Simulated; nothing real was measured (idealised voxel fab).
Module name: voxel wiring stack (process module)
Displayed cross-section: cut, width of 180 nm, square cells sized 5 nm.
This document writes a cross-section as a grid whose cells are square, and gives it as bands, listed from the top down; one or more rows of cells form a band.
The entry gives the band's vertical extent as a top height and a bottom height in nm, then its horizontal make-up as materials from left to right, each with a width in nm. "air" stands for empty space; a single material marked "all across" fills the band edge to edge.
Height reference: 0 = level under which incoming wafer is all one material. Lowest band: no bottom, runs on downward, e.g. "0 down".
The notation "30 to 40" denotes a width that varies across the rows of cells in the band, beginning at the first number in the top row, finishing at the second number in the bottom row, and changing by an identical amount from each row to the next.
Where a step carries "stayed the same", the cross-section came out of it unchanged, cell for cell.
The entry titled "Entrapped voids" provides the empty spaces that have no open way to the top, restricted to those of 8 cells or more. Each is presented as width x height at distance, the distance being measured from the left edge, with all three in nm.
Read whatever lies past the settings on a step's line as the simulator's own remark about the step.
overlay nm: step with mask; distance mask lay right of planned place; negative value = left of planned place.
### Steps in the process plan
step 1: RECEIVE,material Si
step 2: CONFORMAL_DEP,material SiO2,thk nm 15
step 3: CONFORMAL_DEP,material SiN,thk nm 5
step 4: DIRECTIONAL_DEP,material SiO2,thk nm 15
step 5: DIRECTIONAL_DEP,material aC,thk nm 15
step 6: PATTERN,tone open,mask id METAL_1,material resist,width nm 25,pitch nm 40,thk nm 35,overlay nm 0
step 7: DIRECTIONAL_ETCH,etch materials aC,depth nm 15
step 8: STRIP,etch materials resist
step 9: DIRECTIONAL_ETCH,etch materials SiO2,depth nm 15
step 10: DIRECTIONAL_ETCH,etch materials SiN,depth nm 5
step 11: STRIP,etch materials aC
step 12: CONFORMAL_DEP,material TiN,thk nm 5
step 13: FILL_DEP,material Cu,thk nm 5
step 14: CMP,height nm 35
step 15: EPI,material Ru,thk nm 5
step 16: FILL_DEP,material SiCN,thk nm 5
step 17: DIRECTIONAL_DEP,material SiO2,thk nm 10
step 18: PATTERN,tone open,mask id PLUG_1,material resist,width nm 15,pitch nm 40,thk nm 15,overlay nm 0
step 19: DIRECTIONAL_ETCH,etch materials SiO2,depth nm 10
step 20: DIRECTIONAL_ETCH,etch materials SiCN,depth nm 5
step 21: STRIP,etch materials resist
step 22: CONFORMAL_DEP,material TiN,thk nm 5
step 23: FILL_DEP,material Ru,thk nm 10
step 24: CMP,height nm 55
step 25: DIRECTIONAL_DEP,material TiN,thk nm 5
step 26: DIRECTIONAL_DEP,material W,thk nm 15
step 27: PATTERN,tone cover,mask id METAL_2,material resist,width nm 25,pitch nm 40,thk nm 20,overlay nm 0
step 28: DIRECTIONAL_ETCH,etch materials W,depth nm 15
step 29: DIRECTIONAL_ETCH,etch materials TiN,depth nm 5
step 30: STRIP,etch materials resist
step 31: CONFORMAL_DEP,material SiN,thk nm 5
step 32: FILL_DEP,material lowk,thk nm 10
step 33: CMP,height nm 75
step 34: CONFORMAL_DEP,material SiCN,thk nm 5
step 35: DIRECTIONAL_DEP,material SiO2,thk nm 30
step 36: DIRECTIONAL_DEP,material aC,thk nm 10
step 37: PATTERN,tone open,mask id METAL_3_HOLES,material resist,width nm 15,thk nm 30,overlay nm 0
step 38: DIRECTIONAL_ETCH,etch materials aC,depth nm 10
step 39: STRIP,etch materials resist
step 40: DIRECTIONAL_ETCH,etch materials SiO2,depth nm 30
step 41: STRIP,etch materials aC
step 42: DIRECTIONAL_DEP,material aC,thk nm 15
step 43: PATTERN,tone open,mask id METAL_3,material resist,width nm 25,pitch nm 40,thk nm 30,overlay nm 0
step 44: DIRECTIONAL_ETCH,etch materials aC,depth nm 15
step 45: STRIP,etch materials resist
step 46: DIRECTIONAL_ETCH,etch materials SiO2,depth nm 15
step 47: DIRECTIONAL_ETCH,etch materials SiCN,depth nm 5
step 48: STRIP,etch materials aC
step 49: CONFORMAL_DEP,material TiN,thk nm 5
step 50: FILL_DEP,material Cu,thk nm 5
step 51: CMP,height nm 110
step 52: CONFORMAL_DEP,material SiN,thk nm 5
### As-received wafer cross-section (after step 1)
> 0 down: Si all across
> Entrapped voids: none
### Cross-section, first of two wafers, end of module, run as planned
> 115 to 110: SiN all across
> 110 to 100: 55 of SiO2  5 of TiN  15 of Cu  5 of TiN  15 of SiO2  5 of TiN  15 of Cu  5 of TiN  60 of SiO2
> 100 to 95: 55 of SiO2  5 of TiN  5 of Cu  15 of TiN  15 of SiO2  25 of TiN  60 of SiO2
> 95 to 80: 55 of SiO2  5 of TiN  5 of Cu  5 of TiN  110 of SiO2
> 80 to 75: 55 of SiCN  15 of TiN  110 of SiCN
> 75 to 60: 50 of lowk  5 of SiN  25 of W  5 of SiN  5 of lowk  5 of SiN  25 of W  5 of SiN  55 of lowk
> 60 to 55: 55 of SiN  25 of TiN  15 of SiN  25 of TiN  60 of SiN
> 55 to 45: 55 of SiO2  5 of TiN  5 of Ru  5 of TiN  25 of SiO2  5 of TiN  5 of Ru  5 of TiN  70 of SiO2
> 45 to 40: 55 of SiCN  15 of TiN  25 of SiCN  15 of TiN  70 of SiCN
> 40 to 35: 50 of SiCN  35 of Ru  5 of SiCN  35 of Ru  55 of SiCN
> 35 to 20: 55 of SiO2  5 of TiN  15 of Cu  5 of TiN  15 of SiO2  5 of TiN  15 of Cu  5 of TiN  60 of SiO2
> 20 to 15: 55 of SiN  25 of TiN  15 of SiN  25 of TiN  60 of SiN
> 15 to 0: SiO2 all across
> 0 down: Si all across
> Entrapped voids: none
### This cross-section belongs to the second wafer of two at the end of the module; the start and the plan were shared with the first, and the run included one mistake
> 105 to 100: SiN all across
> 100 to 95: 55 of SiO2  5 of TiN  5 of Cu  15 of TiN  15 of SiO2  25 of TiN  60 of SiO2
> 95 to 80: 55 of SiO2  5 of TiN  5 of Cu  5 of TiN  110 of SiO2
> 80 to 75: 55 of SiCN  15 of TiN  110 of SiCN
> 75 to 60: 50 of lowk  5 of SiN  25 of W  5 of SiN  5 of lowk  5 of SiN  25 of W  5 of SiN  55 of lowk
> 60 to 55: 55 of SiN  25 of TiN  15 of SiN  25 of TiN  60 of SiN
> 55 to 45: 55 of SiO2  5 of TiN  5 of Ru  5 of TiN  25 of SiO2  5 of TiN  5 of Ru  5 of TiN  70 of SiO2
> 45 to 40: 55 of SiCN  15 of TiN  25 of SiCN  15 of TiN  70 of SiCN
> 40 to 35: 50 of SiCN  35 of Ru  5 of SiCN  35 of Ru  55 of SiCN
> 35 to 20: 55 of SiO2  5 of TiN  15 of Cu  5 of TiN  15 of SiO2  5 of TiN  15 of Cu  5 of TiN  60 of SiO2
> 20 to 15: 55 of SiN  25 of TiN  15 of SiN  25 of TiN  60 of SiN
> 15 to 0: SiO2 all across
> 0 down: Si all across
> Entrapped voids: none
What was the processing mistake? the process deviated at step 51: the operation and settings actually run there were CMP,height nm 100
Final tally in cells, some materials are higher or lower on the second wafer than on the first: Cu -12 | SiO2 -52 | TiN -8
